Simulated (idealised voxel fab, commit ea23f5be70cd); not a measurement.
The following process module bears the name voxel self aligned vias.
Xsec cut, 270 nm wide, square cell size 5 nm.
Cross-section spec: square-cell grid; bands listed top down; each band is one or more rows.
Top, bottom (nm), then materials left to right with widths (nm); lone material tagged "throughout" fills the whole band edge to edge; "air" = empty space.
The reference from which all heights are counted is 0, the level beneath which the as-received wafer is entirely one material; the lowest band, having no lower bound, proceeds downward and is written after the example "top 0, no bottom".
Graded width ("30..40"): value in top row of band = first number; value in bottom row = second number; row-to-row change constant.
You'll sometimes find "all unchanged" written for a step, and that's the way of saying that nowhere in the cross-section did a cell change during that step.
Heads up: "closed voids" only lists the empty pockets with no open path to the top that are 8 cells or more, and it writes them as width x height at distance, distance from the left edge, in nm.
What comes after the settings on a step's line is commentary from the simulator itself on that step.
overlay nm: for a step with a mask, the amount by which the mask lay right of where it was planned; a negative amount means left of it.

The steps planned for the process are as follows
1,RECEIVE (material Si)
2,CONFORMAL_DEP (material SiO2; thk nm 15)
3,CONFORMAL_DEP (material SiCN; thk nm 5)
4,DIRECTIONAL_DEP (material SiO2; thk nm 25)
5,DIRECTIONAL_DEP (material aC; thk nm 15)
6,PATTERN (tone open; mask id LINES; material resist; width nm 25; pitch nm 65; thk nm 35; overlay nm 0)
7,DIRECTIONAL_ETCH (etch materials aC; depth nm 15)
8,STRIP (etch materials resist)
9,DIRECTIONAL_ETCH (etch materials SiO2; depth nm 25)
10,STRIP (etch materials aC)
11,CONFORMAL_DEP (material TiN; thk nm 5)
12,FILL_DEP (material W; thk nm 10)
13,CMP (height nm 45)
14,SELECTIVE_ETCH (etch materials W Ru TiN; depth nm 10)
15,FILL_DEP (material SiN; thk nm 10)
16,CMP (height nm 45)
17,DIRECTIONAL_DEP (material SiO2; thk nm 20)
18,DIRECTIONAL_DEP (material aC; thk nm 15)
19,PATTERN (tone open; mask id VIAS; material resist; width nm 35; pitch nm 65; thk nm 35; overlay nm 0)
20,DIRECTIONAL_ETCH (etch materials aC; depth nm 15)
21,STRIP (etch materials resist)
22,DIRECTIONAL_ETCH (etch materials SiO2; depth nm 20)
23,DIRECTIONAL_ETCH (etch materials SiN; depth nm 10)
24,STRIP (etch materials aC)
25,CONFORMAL_DEP (material TiN; thk nm 5)
26,FILL_DEP (material W; thk nm 10)
27,CMP (height nm 65)
28,CONFORMAL_DEP (material SiN; thk nm 5)

Cross-section of the incoming wafer, state after step 1
top 0, no bottom: Si throughout
closed voids: none

Wafer cross-section at module end: first of two, run to plan
top 70, bottom 65: SiN throughout
top 65, bottom 50: 85 of SiO2 | 5 of TiN | 25 of W | 5 of TiN | 30 of SiO2 | 5 of TiN | 25 of W | 5 of TiN | 85 of SiO2
top 50, bottom 40: 85..90 of SiO2 | 10..5 of TiN | 15 of W | 10..5 of TiN | 30..40 of SiO2 | 10..5 of TiN | 15 of W | 10..5 of TiN | 85..90 of SiO2
top 40, bottom 35: 90 of SiO2 | 25 of TiN | 40 of SiO2 | 25 of TiN | 90 of SiO2
top 35, bottom 25: 90 of SiO2 | 5 of TiN | 15 of W | 5 of TiN | 40 of SiO2 | 5 of TiN | 15 of W | 5 of TiN | 90 of SiO2
top 25, bottom 20: 90 of SiO2 | 25 of TiN | 40 of SiO2 | 25 of TiN | 90 of SiO2
top 20, bottom 15: SiCN throughout
top 15, bottom 0: SiO2 throughout
top 0, no bottom: Si throughout
closed voids: none

Cross-section of the latter of the two wafers at module completion. It had an identical start and an identical plan to the former; in running it, one mistake was made
top 70, bottom 65: W throughout
top 65, bottom 50: 85 of SiO2 | 5 of TiN | 25 of W | 5 of TiN | 30 of SiO2 | 5 of TiN | 25 of W | 5 of TiN | 85 of SiO2
top 50, bottom 40: 85..90 of SiO2 | 10..5 of TiN | 15 of W | 10..5 of TiN | 30..40 of SiO2 | 10..5 of TiN | 15 of W | 10..5 of TiN | 85..90 of SiO2
top 40, bottom 35: 90 of SiO2 | 25 of TiN | 40 of SiO2 | 25 of TiN | 90 of SiO2
top 35, bottom 25: 90 of SiO2 | 5 of TiN | 15 of W | 5 of TiN | 40 of SiO2 | 5 of TiN | 15 of W | 5 of TiN | 90 of SiO2
top 25, bottom 20: 90 of SiO2 | 25 of TiN | 40 of SiO2 | 25 of TiN | 90 of SiO2
top 20, bottom 15: SiCN throughout
top 15, bottom 0: SiO2 throughout
top 0, no bottom: Si throughout
closed voids: none
Against the plan, the run slipped here: step 28 was run on a setting that differed from the plan, and what really ran there is CONFORMAL_DEP (material W; thk nm 5)
Once processing is complete, comparing cell counts shows that the second wafer has more or fewer of certain materials than the first: SiN -54; W +54
